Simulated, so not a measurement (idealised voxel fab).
The process module that follows is named voxel capacitor over wiring.
For reference, the cross-section in this document is cut, with width 270 nm and square cells of 5 nm.
A cross-section is a grid of square cells, given in bands from the top down. A band is one or more rows of cells. Heights first: top, then bottom, in nm. Then materials, left to right, each with a width in nm. "everywhere" on a single material: fills the band edge to edge. "blank": empty space. Height is counted from the level 0, under which the received wafer is composed throughout of one material. The lowest of the bands is not closed at the bottom but continues downward, in the notation "z 0 and below". A two-number width, for instance "30->40", indicates that the width is equal to the first number in the top row of the band and to the second number in the bottom row, and that it changes by a constant amount per row of cells. When a step is marked "all unchanged", none of the cells in the cross-section changed during that step. Listed in "Enclosed internal cavities": every empty space of 8 or more cells without an open way to the top. Form: width x height at distance, the distance being from the left edge, all in nm. after a step's settings: what the simulator itself notes on the step. "overlay nm" on a masked step: distance the mask lay right of its planned place, negative for left.

## Process steps - plan
step 1: RECEIVE [material Si]
step 2: CONFORMAL_DEP [material SiO2] [thk nm 10]
step 3: CONFORMAL_DEP [material SiN] [thk nm 5]
step 4: DIRECTIONAL_DEP [material SiO2] [thk nm 20]
step 5: DIRECTIONAL_DEP [material aC] [thk nm 10]
step 6: PATTERN [tone open] [mask id METAL_1] [material resist] [width nm 25] [pitch nm 90] [thk nm 25] [overlay nm 0]
step 7: DIRECTIONAL_ETCH [etch materials aC] [depth nm 10]
step 8: STRIP [etch materials resist]
step 9: DIRECTIONAL_ETCH [etch materials SiO2] [depth nm 20]
step 10: DIRECTIONAL_ETCH [etch materials SiN] [depth nm 5]
step 11: STRIP [etch materials aC]
step 12: CONFORMAL_DEP [material TiN] [thk nm 5]
step 13: FILL_DEP [material W] [thk nm 10]
step 14: CMP [height nm 35]
step 15: CONFORMAL_DEP [material SiCN] [thk nm 5]
step 16: DIRECTIONAL_DEP [material lowk] [thk nm 15]
step 17: PATTERN [tone open] [mask id PLUG_1] [material resist] [width nm 15] [thk nm 15] [overlay nm 0]
step 18: DIRECTIONAL_ETCH [etch materials lowk] [depth nm 15]
step 19: DIRECTIONAL_ETCH [etch materials SiCN] [depth nm 5]
step 20: STRIP [etch materials resist]
step 21: EPI [material Ru] [thk nm 10]
step 22: EPI [material Ru] [thk nm 10]
step 23: DIRECTIONAL_DEP [material TiN] [thk nm 10]
step 24: DIRECTIONAL_DEP [material HfO2] [thk nm 5]
step 25: DIRECTIONAL_DEP [material TiN] [thk nm 5]
step 26: PATTERN [tone cover] [mask id UPPER_PLATE] [material resist] [width nm 70] [thk nm 15] [overlay nm 0]
step 27: DIRECTIONAL_ETCH [etch materials TiN] [depth nm 5]
step 28: DIRECTIONAL_ETCH [etch materials HfO2] [depth nm 5]
step 29: STRIP [etch materials resist]
step 30: MASKED_ETCH [tone cover] [mask id LOWER_PLATE] [width nm 80] [etch materials TiN] [depth nm 10] [overlay nm 0]
step 31: FILL_DEP [material SiO2] [thk nm 20]
step 32: CMP [height nm 90]
step 33: MASKED_ETCH [tone open] [mask id PLUG_2] [width nm 15] [etch materials SiO2] [depth nm 15] [overlay nm 0]
step 34: CONFORMAL_DEP [material TiN] [thk nm 5]
step 35: FILL_DEP [material W] [thk nm 5]
step 36: CMP [height nm 90]
step 37: CONFORMAL_DEP [material SiN] [thk nm 5]

## Cross-section of the wafer at receipt, which is the condition after step 1
* z 0 and below | Si everywhere
* Enclosed internal cavities: none

## Run as planned - first of the two wafers cross-sectioned at the end of the module
* z 95 to 90 | SiN everywhere
* z 90 to 80 | SiO2 95 nm / TiN 5 nm / W 5 nm / TiN 5 nm / SiO2 160 nm
* z 80 to 70 | SiO2 95->85 nm / TiN 15->70 nm / SiO2 160->115 nm
* z 70 to 65 | SiO2 85 nm / HfO2 70 nm / SiO2 115 nm
* z 65 to 55 | SiO2 80 nm / TiN 80 nm / SiO2 110 nm
* z 55 to 40 | lowk 85 nm / Ru 15 nm / lowk 170 nm
* z 40 to 35 | SiCN 85 nm / Ru 15 nm / SiCN 170 nm
* z 35 to 15 | SiO2 75 nm / TiN 5 nm / W 15 nm / TiN 5 nm / SiO2 65 nm / TiN 5 nm / W 15 nm / TiN 5 nm / SiO2 80 nm
* z 15 to 10 | SiN 75 nm / TiN 25 nm / SiN 65 nm / TiN 25 nm / SiN 80 nm
* z 10 to 0 | SiO2 everywhere
* z 0 and below | Si everywhere
* Enclosed internal cavities: none

## Module end: cross-section of wafer two of two. Same start and process plan as the first wafer. One mistake during execution
* z 95 to 90 | SiN everywhere
* z 90 to 80 | SiO2 95 nm / TiN 5 nm / W 5 nm / TiN 5 nm / SiO2 160 nm
* z 80 to 70 | SiO2 95->80 nm / TiN 15->80 nm / SiO2 160->110 nm
* z 70 to 65 | SiO2 80 nm / HfO2 80 nm / SiO2 110 nm
* z 65 to 55 | SiO2 80 nm / TiN 80 nm / SiO2 110 nm
* z 55 to 40 | lowk 85 nm / Ru 15 nm / lowk 170 nm
* z 40 to 35 | SiCN 85 nm / Ru 15 nm / SiCN 170 nm
* z 35 to 15 | SiO2 75 nm / TiN 5 nm / W 15 nm / TiN 5 nm / SiO2 65 nm / TiN 5 nm / W 15 nm / TiN 5 nm / SiO2 80 nm
* z 15 to 10 | SiN 75 nm / TiN 25 nm / SiN 65 nm / TiN 25 nm / SiN 80 nm
* z 10 to 0 | SiO2 everywhere
* z 0 and below | Si everywhere
* Enclosed internal cavities: none
Misprocessing identified: step 26 changed vs plan, executed as PATTERN [tone cover] [mask id UPPER_PLATE] [material resist] [width nm 80] [thk nm 15] [overlay nm 0]
Final difference in cells, second wafer against first, listed per material as more or fewer: 2 more of HfO2; 4 fewer of SiO2; 2 more of TiN
